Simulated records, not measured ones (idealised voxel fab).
Herein follows the process module entitled voxel capacitor over wiring.
We display cut, a cross-section 240 nm in width whose square cells are each 5 nm.
Each cross-section below is a grid of square cells, stated as bands in top-down order, with one or more rows of cells making up each band.
Top, bottom (nm), then materials left to right with widths (nm); lone material tagged "full width" fills the whole band edge to edge; "air" = empty space.
Heights are reckoned from 0. Under this level, the received wafer is all of one material. The bottommost band is open-ended downward, for example "from 0 down".
It should be noted that a width expressed as "30 to 40" varies in equal increments from row to row of cells within the band, taking the value of the first number at the top row and that of the second number at the bottom row.
Reading "nothing altered" for a step: not a cell of the cross-section changed in it.
Voids not open to the top, 8 cells minimum: see "Sealed void inventory". Written width x height at distance; distance is from the left edge; nm.
On a step's line, text after the settings is the simulator commenting on that step.
overlay nm: step with mask; distance mask lay right of planned place; negative value = left of planned place.
THE PLANNED PROCESS STEPS ARE ENUMERATED HEREUNDER
step 1: RECEIVE, material Si
step 2: CONFORMAL_DEP, material SiO2, thk nm 15
step 3: CONFORMAL_DEP, material SiCN, thk nm 5
step 4: DIRECTIONAL_DEP, material SiO2, thk nm 15
step 5: PATTERN, tone open, mask id METAL_1, material resist, width nm 25, pitch nm 85, thk nm 15, overlay nm 0
step 6: DIRECTIONAL_ETCH, etch materials SiO2, depth nm 15
step 7: DIRECTIONAL_ETCH, etch materials SiCN, depth nm 5
step 8: STRIP, etch materials resist
step 9: CONFORMAL_DEP, material TiN, thk nm 5
step 10: FILL_DEP, material Ru, thk nm 10
step 11: CMP, height nm 35
step 12: CONFORMAL_DEP, material SiCN, thk nm 5
step 13: DIRECTIONAL_DEP, material lowk, thk nm 10
step 14: PATTERN, tone open, mask id PLUG_1, material resist, width nm 15, thk nm 20, overlay nm 0
step 15: DIRECTIONAL_ETCH, etch materials lowk, depth nm 10
step 16: DIRECTIONAL_ETCH, etch materials SiCN, depth nm 5
step 17: STRIP, etch materials resist
step 18: EPI, material Ru, thk nm 10
step 19: EPI, material Ru, thk nm 5
step 20: DIRECTIONAL_DEP, material TiN, thk nm 5
step 21: DIRECTIONAL_DEP, material Al2O3, thk nm 5
step 22: DIRECTIONAL_DEP, material TiN, thk nm 5
step 23: DIRECTIONAL_DEP, material aC, thk nm 15
step 24: PATTERN, tone cover, mask id UPPER_PLATE, material resist, width nm 65, thk nm 30, overlay nm 0
step 25: DIRECTIONAL_ETCH, etch materials aC, depth nm 15
step 26: STRIP, etch materials resist
step 27: DIRECTIONAL_ETCH, etch materials TiN, depth nm 5
step 28: DIRECTIONAL_ETCH, etch materials Al2O3, depth nm 5
step 29: STRIP, etch materials aC
step 30: PATTERN, tone cover, mask id LOWER_PLATE, material resist, width nm 75, thk nm 20, overlay nm 0
step 31: DIRECTIONAL_ETCH, etch materials TiN, depth nm 5
step 32: STRIP, etch materials resist
step 33: FILL_DEP, material SiO2, thk nm 15
step 34: CMP, height nm 75
step 35: DIRECTIONAL_DEP, material aC, thk nm 15
step 36: PATTERN, tone open, mask id PLUG_2, material resist, width nm 15, thk nm 35, overlay nm 0
step 37: DIRECTIONAL_ETCH, etch materials aC, depth nm 15
step 38: STRIP, etch materials resist
step 39: DIRECTIONAL_ETCH, etch materials SiO2, depth nm 10
step 40: STRIP, etch materials aC
step 41: CONFORMAL_DEP, material TiN, thk nm 5
step 42: FILL_DEP, material W, thk nm 5
step 43: CMP, height nm 75
step 44: CONFORMAL_DEP, material SiCN, thk nm 5
FIRST OUT OF TWO WAFERS; RUN WENT TO PLAN
THIS IS THE CROSS-SECTION OF THE WAFER AS WE RECEIVED IT, I.E. AFTER STEP 1
from 0 down  Si full width
Sealed void inventory: none
PRESENTED HERE IS A CROSS-SECTION OF THE WAFER AFTER STEP 2 HAS BEEN PERFORMED
from 15 to 0  SiO2 full width
Heights below 0 show no change.
PRESENTED HERE IS A CROSS-SECTION OF THE WAFER AFTER STEP 3 HAS BEEN PERFORMED
from 20 to 15  SiCN full width
Heights below 15 show no change.
PRESENTED HERE IS A CROSS-SECTION OF THE WAFER AFTER STEP 4 HAS BEEN PERFORMED
from 35 to 20  SiO2 full width
Heights below 20 show no change.
PRESENTED HERE IS A CROSS-SECTION OF THE WAFER AFTER STEP 5 HAS BEEN PERFORMED
from 50 to 35  resist 65 nm, air 25 nm, resist 60 nm, air 25 nm, resist 65 nm
Heights below 35 show no change.
PRESENTED HERE IS A CROSS-SECTION OF THE WAFER AFTER STEP 6 HAS BEEN PERFORMED
from 50 to 35  resist 65 nm, air 25 nm, resist 60 nm, air 25 nm, resist 65 nm
from 35 to 20  SiO2 65 nm, air 25 nm, SiO2 60 nm, air 25 nm, SiO2 65 nm
Heights below 20 show no change.
PRESENTED HERE IS A CROSS-SECTION OF THE WAFER AFTER STEP 7 HAS BEEN PERFORMED
from 50 to 35  resist 65 nm, air 25 nm, resist 60 nm, air 25 nm, resist 65 nm
from 35 to 20  SiO2 65 nm, air 25 nm, SiO2 60 nm, air 25 nm, SiO2 65 nm
from 20 to 15  SiCN 65 nm, air 25 nm, SiCN 60 nm, air 25 nm, SiCN 65 nm
Heights below 15 show no change.
PRESENTED HERE IS A CROSS-SECTION OF THE WAFER AFTER STEP 8 HAS BEEN PERFORMED
from 35 to 20  SiO2 65 nm, air 25 nm, SiO2 60 nm, air 25 nm, SiO2 65 nm
Heights below 20 show no change.
PRESENTED HERE IS A CROSS-SECTION OF THE WAFER AFTER STEP 9 HAS BEEN PERFORMED
from 40 to 35  TiN 70 nm, air 15 nm, TiN 70 nm, air 15 nm, TiN 70 nm
from 35 to 20  SiO2 65 nm, TiN 5 nm, air 15 nm, TiN 5 nm, SiO2 60 nm, TiN 5 nm, air 15 nm, TiN 5 nm, SiO2 65 nm
from 20 to 15  SiCN 65 nm, TiN 25 nm, SiCN 60 nm, TiN 25 nm, SiCN 65 nm
Heights below 15 show no change.
PRESENTED HERE IS A CROSS-SECTION OF THE WAFER AFTER STEP 10 HAS BEEN PERFORMED
from 50 to 40  Ru full width
from 40 to 35  TiN 70 nm, Ru 15 nm, TiN 70 nm, Ru 15 nm, TiN 70 nm
from 35 to 20  SiO2 65 nm, TiN 5 nm, Ru 15 nm, TiN 5 nm, SiO2 60 nm, TiN 5 nm, Ru 15 nm, TiN 5 nm, SiO2 65 nm
Heights below 20 show no change.
PRESENTED HERE IS A CROSS-SECTION OF THE WAFER AFTER STEP 11 HAS BEEN PERFORMED
from 35 to 20  SiO2 65 nm, TiN 5 nm, Ru 15 nm, TiN 5 nm, SiO2 60 nm, TiN 5 nm, Ru 15 nm, TiN 5 nm, SiO2 65 nm
Heights below 20 show no change.
PRESENTED HERE IS A CROSS-SECTION OF THE WAFER AFTER STEP 12 HAS BEEN PERFORMED
from 40 to 35  SiCN full width
Heights below 35 show no change.
PRESENTED HERE IS A CROSS-SECTION OF THE WAFER AFTER STEP 13 HAS BEEN PERFORMED
from 50 to 40  lowk full width
Heights below 40 show no change.
PRESENTED HERE IS A CROSS-SECTION OF THE WAFER AFTER STEP 14 HAS BEEN PERFORMED
from 70 to 50  resist 75 nm, air 15 nm, resist 150 nm
Heights below 50 show no change.
PRESENTED HERE IS A CROSS-SECTION OF THE WAFER AFTER STEP 15 HAS BEEN PERFORMED
from 70 to 50  resist 75 nm, air 15 nm, resist 150 nm
from 50 to 40  lowk 75 nm, air 15 nm, lowk 150 nm
Heights below 40 show no change.
PRESENTED HERE IS A CROSS-SECTION OF THE WAFER AFTER STEP 16 HAS BEEN PERFORMED
from 70 to 50  resist 75 nm, air 15 nm, resist 150 nm
from 50 to 40  lowk 75 nm, air 15 nm, lowk 150 nm
from 40 to 35  SiCN 75 nm, air 15 nm, SiCN 150 nm
Heights below 35 show no change.
PRESENTED HERE IS A CROSS-SECTION OF THE WAFER AFTER STEP 17 HAS BEEN PERFORMED
from 50 to 40  lowk 75 nm, air 15 nm, lowk 150 nm
Heights below 40 show no change.
PRESENTED HERE IS A CROSS-SECTION OF THE WAFER AFTER STEP 18 HAS BEEN PERFORMED
from 50 to 45  lowk 75 nm, air 15 nm, lowk 150 nm
from 45 to 40  lowk 75 nm, Ru 15 nm, lowk 150 nm
from 40 to 35  SiCN 75 nm, Ru 15 nm, SiCN 150 nm
Heights below 35 show no change.
PRESENTED HERE IS A CROSS-SECTION OF THE WAFER AFTER STEP 19 HAS BEEN PERFORMED
from 50 to 40  lowk 75 nm, Ru 15 nm, lowk 150 nm
Heights below 40 show no change.
PRESENTED HERE IS A CROSS-SECTION OF THE WAFER AFTER STEP 20 HAS BEEN PERFORMED
from 55 to 50  TiN full width
Heights below 50 show no change.
PRESENTED HERE IS A CROSS-SECTION OF THE WAFER AFTER STEP 21 HAS BEEN PERFORMED
from 60 to 55  Al2O3 full width
Heights below 55 show no change.
PRESENTED HERE IS A CROSS-SECTION OF THE WAFER AFTER STEP 22 HAS BEEN PERFORMED
from 65 to 60  TiN full width
Heights below 60 show no change.
PRESENTED HERE IS A CROSS-SECTION OF THE WAFER AFTER STEP 23 HAS BEEN PERFORMED
from 80 to 65  aC full width
Heights below 65 show no change.
PRESENTED HERE IS A CROSS-SECTION OF THE WAFER AFTER STEP 24 HAS BEEN PERFORMED
from 110 to 80  air 75 nm, resist 65 nm, air 100 nm
Heights below 80 show no change.
PRESENTED HERE IS A CROSS-SECTION OF THE WAFER AFTER STEP 25 HAS BEEN PERFORMED
from 95 to 80  air 75 nm, resist 65 nm, air 100 nm
from 80 to 65  air 75 nm, aC 65 nm, air 100 nm
Heights below 65 show no change.
PRESENTED HERE IS A CROSS-SECTION OF THE WAFER AFTER STEP 26 HAS BEEN PERFORMED
from 80 to 65  air 75 nm, aC 65 nm, air 100 nm
Heights below 65 show no change.
PRESENTED HERE IS A CROSS-SECTION OF THE WAFER AFTER STEP 27 HAS BEEN PERFORMED
from 80 to 65  air 75 nm, aC 65 nm, air 100 nm
from 65 to 60  air 75 nm, TiN 65 nm, air 100 nm
Heights below 60 show no change.
PRESENTED HERE IS A CROSS-SECTION OF THE WAFER AFTER STEP 28 HAS BEEN PERFORMED
from 80 to 65  air 75 nm, aC 65 nm, air 100 nm
from 65 to 60  air 75 nm, TiN 65 nm, air 100 nm
from 60 to 55  air 75 nm, Al2O3 65 nm, air 100 nm
Heights below 55 show no change.
PRESENTED HERE IS A CROSS-SECTION OF THE WAFER AFTER STEP 29 HAS BEEN PERFORMED
from 65 to 60  air 75 nm, TiN 65 nm, air 100 nm
Heights below 60 show no change.
PRESENTED HERE IS A CROSS-SECTION OF THE WAFER AFTER STEP 30 HAS BEEN PERFORMED
from 85 to 65  air 70 nm, resist 75 nm, air 95 nm
from 65 to 60  air 70 nm, resist 5 nm, TiN 65 nm, resist 5 nm, air 95 nm
from 60 to 55  air 70 nm, resist 5 nm, Al2O3 65 nm, resist 5 nm, air 95 nm
Heights below 55 show no change.
PRESENTED HERE IS A CROSS-SECTION OF THE WAFER AFTER STEP 31 HAS BEEN PERFORMED
from 85 to 65  air 70 nm, resist 75 nm, air 95 nm
from 65 to 60  air 70 nm, resist 5 nm, TiN 65 nm, resist 5 nm, air 95 nm
from 60 to 55  air 70 nm, resist 5 nm, Al2O3 65 nm, resist 5 nm, air 95 nm
from 55 to 50  air 70 nm, TiN 75 nm, air 95 nm
Heights below 50 show no change.
PRESENTED HERE IS A CROSS-SECTION OF THE WAFER AFTER STEP 32 HAS BEEN PERFORMED
from 65 to 60  air 75 nm, TiN 65 nm, air 100 nm
from 60 to 55  air 75 nm, Al2O3 65 nm, air 100 nm
Heights below 55 show no change.
PRESENTED HERE IS A CROSS-SECTION OF THE WAFER AFTER STEP 33 HAS BEEN PERFORMED
from 80 to 65  SiO2 full width
from 65 to 60  SiO2 75 nm, TiN 65 nm, SiO2 100 nm
from 60 to 55  SiO2 75 nm, Al2O3 65 nm, SiO2 100 nm
from 55 to 50  SiO2 70 nm, TiN 75 nm, SiO2 95 nm
Heights below 50 show no change.
PRESENTED HERE IS A CROSS-SECTION OF THE WAFER AFTER STEP 34 HAS BEEN PERFORMED
from 75 to 65  SiO2 full width
Heights below 65 show no change.
PRESENTED HERE IS A CROSS-SECTION OF THE WAFER AFTER STEP 35 HAS BEEN PERFORMED
from 90 to 75  aC full width
Heights below 75 show no change.
PRESENTED HERE IS A CROSS-SECTION OF THE WAFER AFTER STEP 36 HAS BEEN PERFORMED
from 125 to 90  resist 85 nm, air 15 nm, resist 140 nm
Heights below 90 show no change.
PRESENTED HERE IS A CROSS-SECTION OF THE WAFER AFTER STEP 37 HAS BEEN PERFORMED
from 110 to 90  resist 85 nm, air 15 nm, resist 140 nm
from 90 to 75  aC 85 nm, air 15 nm, aC 140 nm
Heights below 75 show no change.
PRESENTED HERE IS A CROSS-SECTION OF THE WAFER AFTER STEP 38 HAS BEEN PERFORMED
from 90 to 75  aC 85 nm, air 15 nm, aC 140 nm
Heights below 75 show no change.
PRESENTED HERE IS A CROSS-SECTION OF THE WAFER AFTER STEP 39 HAS BEEN PERFORMED
from 90 to 75  aC 85 nm, air 15 nm, aC 140 nm
from 75 to 65  SiO2 85 nm, air 15 nm, SiO2 140 nm
Heights below 65 show no change.
PRESENTED HERE IS A CROSS-SECTION OF THE WAFER AFTER STEP 40 HAS BEEN PERFORMED
from 75 to 65  SiO2 85 nm, air 15 nm, SiO2 140 nm
Heights below 65 show no change.
PRESENTED HERE IS A CROSS-SECTION OF THE WAFER AFTER STEP 41 HAS BEEN PERFORMED
from 80 to 75  TiN 90 nm, air 5 nm, TiN 145 nm
from 75 to 70  SiO2 85 nm, TiN 5 nm, air 5 nm, TiN 5 nm, SiO2 140 nm
from 70 to 60  SiO2 85 to 75 nm, TiN 15 to 65 nm, SiO2 140 to 100 nm
Heights below 60 show no change.
PRESENTED HERE IS A CROSS-SECTION OF THE WAFER AFTER STEP 42 HAS BEEN PERFORMED
from 85 to 80  W full width
from 80 to 75  TiN 90 nm, W 5 nm, TiN 145 nm
from 75 to 70  SiO2 85 nm, TiN 5 nm, W 5 nm, TiN 5 nm, SiO2 140 nm
Heights below 70 show no change.
PRESENTED HERE IS A CROSS-SECTION OF THE WAFER AFTER STEP 43 HAS BEEN PERFORMED
from 75 to 70  SiO2 85 nm, TiN 5 nm, W 5 nm, TiN 5 nm, SiO2 140 nm
Heights below 70 show no change.
PRESENTED HERE IS A CROSS-SECTION OF THE WAFER AFTER STEP 44 HAS BEEN PERFORMED
from 80 to 75  SiCN full width
Heights below 75 show no change.
SECOND WAFER (IDENTICAL START AND PLAN, ONE PROCESSING ERROR; MATCHES FIRST WAFER THROUGH STEP 23)
CROSS-SECTION, SECOND WAFER, AT THE END TIME THE PLAN GIVES FOR STEP 24
from 110 to 80  air 85 nm, resist 65 nm, air 90 nm
Heights below 80 show no change.
CROSS-SECTION, SECOND WAFER, AT THE END TIME THE PLAN GIVES FOR STEP 25
from 95 to 80  air 85 nm, resist 65 nm, air 90 nm
from 80 to 65  air 85 nm, aC 65 nm, air 90 nm
Heights below 65 show no change.
CROSS-SECTION, SECOND WAFER, AT THE END TIME THE PLAN GIVES FOR STEP 26
from 80 to 65  air 85 nm, aC 65 nm, air 90 nm
Heights below 65 show no change.
CROSS-SECTION, SECOND WAFER, AT THE END TIME THE PLAN GIVES FOR STEP 27
from 80 to 65  air 85 nm, aC 65 nm, air 90 nm
from 65 to 60  air 85 nm, TiN 65 nm, air 90 nm
Heights below 60 show no change.
CROSS-SECTION, SECOND WAFER, AT THE END TIME THE PLAN GIVES FOR STEP 28
from 80 to 65  air 85 nm, aC 65 nm, air 90 nm
from 65 to 60  air 85 nm, TiN 65 nm, air 90 nm
from 60 to 55  air 85 nm, Al2O3 65 nm, air 90 nm
Heights below 55 show no change.
CROSS-SECTION, SECOND WAFER, AT THE END TIME THE PLAN GIVES FOR STEP 29
from 65 to 60  air 85 nm, TiN 65 nm, air 90 nm
Heights below 60 show no change.
CROSS-SECTION, SECOND WAFER, AT THE END TIME THE PLAN GIVES FOR STEP 30
from 85 to 65  air 70 nm, resist 75 nm, air 95 nm
from 65 to 60  air 70 nm, resist 15 nm, TiN 65 nm, air 90 nm
from 60 to 55  air 70 nm, resist 15 nm, Al2O3 65 nm, air 90 nm
Heights below 55 show no change.
CROSS-SECTION, SECOND WAFER, AT THE END TIME THE PLAN GIVES FOR STEP 31
from 85 to 65  air 70 nm, resist 75 nm, air 95 nm
from 65 to 60  air 70 nm, resist 15 nm, TiN 60 nm, air 95 nm
from 60 to 55  air 70 nm, resist 15 nm, Al2O3 65 nm, air 90 nm
from 55 to 50  air 70 nm, TiN 80 nm, air 90 nm
Heights below 50 show no change.
CROSS-SECTION, SECOND WAFER, AT THE END TIME THE PLAN GIVES FOR STEP 32
from 65 to 60  air 85 nm, TiN 60 nm, air 95 nm
from 60 to 55  air 85 nm, Al2O3 65 nm, air 90 nm
Heights below 55 show no change.
CROSS-SECTION, SECOND WAFER, AT THE END TIME THE PLAN GIVES FOR STEP 33
from 80 to 65  SiO2 full width
from 65 to 60  SiO2 85 nm, TiN 60 nm, SiO2 95 nm
from 60 to 55  SiO2 85 nm, Al2O3 65 nm, SiO2 90 nm
from 55 to 50  SiO2 70 nm, TiN 80 nm, SiO2 90 nm
Heights below 50 show no change.
CROSS-SECTION, SECOND WAFER, AT THE END TIME THE PLAN GIVES FOR STEP 34
from 75 to 65  SiO2 full width
Heights below 65 show no change.
CROSS-SECTION, SECOND WAFER, AT THE END TIME THE PLAN GIVES FOR STEP 35
from 90 to 75  aC full width
Heights below 75 show no change.
CROSS-SECTION, SECOND WAFER, AT THE END TIME THE PLAN GIVES FOR STEP 36
from 125 to 90  resist 85 nm, air 15 nm, resist 140 nm
Heights below 90 show no change.
CROSS-SECTION, SECOND WAFER, AT THE END TIME THE PLAN GIVES FOR STEP 37
from 110 to 90  resist 85 nm, air 15 nm, resist 140 nm
from 90 to 75  aC 85 nm, air 15 nm, aC 140 nm
Heights below 75 show no change.
CROSS-SECTION, SECOND WAFER, AT THE END TIME THE PLAN GIVES FOR STEP 38
from 90 to 75  aC 85 nm, air 15 nm, aC 140 nm
Heights below 75 show no change.
CROSS-SECTION, SECOND WAFER, AT THE END TIME THE PLAN GIVES FOR STEP 39
from 90 to 75  aC 85 nm, air 15 nm, aC 140 nm
from 75 to 65  SiO2 85 nm, air 15 nm, SiO2 140 nm
Heights below 65 show no change.
CROSS-SECTION, SECOND WAFER, AT THE END TIME THE PLAN GIVES FOR STEP 40
from 75 to 65  SiO2 85 nm, air 15 nm, SiO2 140 nm
Heights below 65 show no change.
CROSS-SECTION, SECOND WAFER, AT THE END TIME THE PLAN GIVES FOR STEP 41
from 80 to 75  TiN 90 nm, air 5 nm, TiN 145 nm
from 75 to 70  SiO2 85 nm, TiN 5 nm, air 5 nm, TiN 5 nm, SiO2 140 nm
from 70 to 60  SiO2 85 nm, TiN 15 to 60 nm, SiO2 140 to 95 nm
Heights below 60 show no change.
CROSS-SECTION, SECOND WAFER, AT THE END TIME THE PLAN GIVES FOR STEP 42
from 85 to 80  W full width
from 80 to 75  TiN 90 nm, W 5 nm, TiN 145 nm
from 75 to 70  SiO2 85 nm, TiN 5 nm, W 5 nm, TiN 5 nm, SiO2 140 nm
Heights below 70 show no change.
CROSS-SECTION, SECOND WAFER, AT THE END TIME THE PLAN GIVES FOR STEP 43
from 75 to 70  SiO2 85 nm, TiN 5 nm, W 5 nm, TiN 5 nm, SiO2 140 nm
Heights below 70 show no change.
CROSS-SECTION, SECOND WAFER, AT THE END TIME THE PLAN GIVES FOR STEP 44
from 80 to 75  SiCN full width
Heights below 75 show no change.
What went wrong in running the wafer? off-plan run, step 24, actual operation and settings PATTERN, tone cover, mask id UPPER_PLATE, material resist, width nm 65, thk nm 30, overlay nm 10
Matching per-material cell counts, mismatched positions: that is how the second wafer compares with the first at the end.
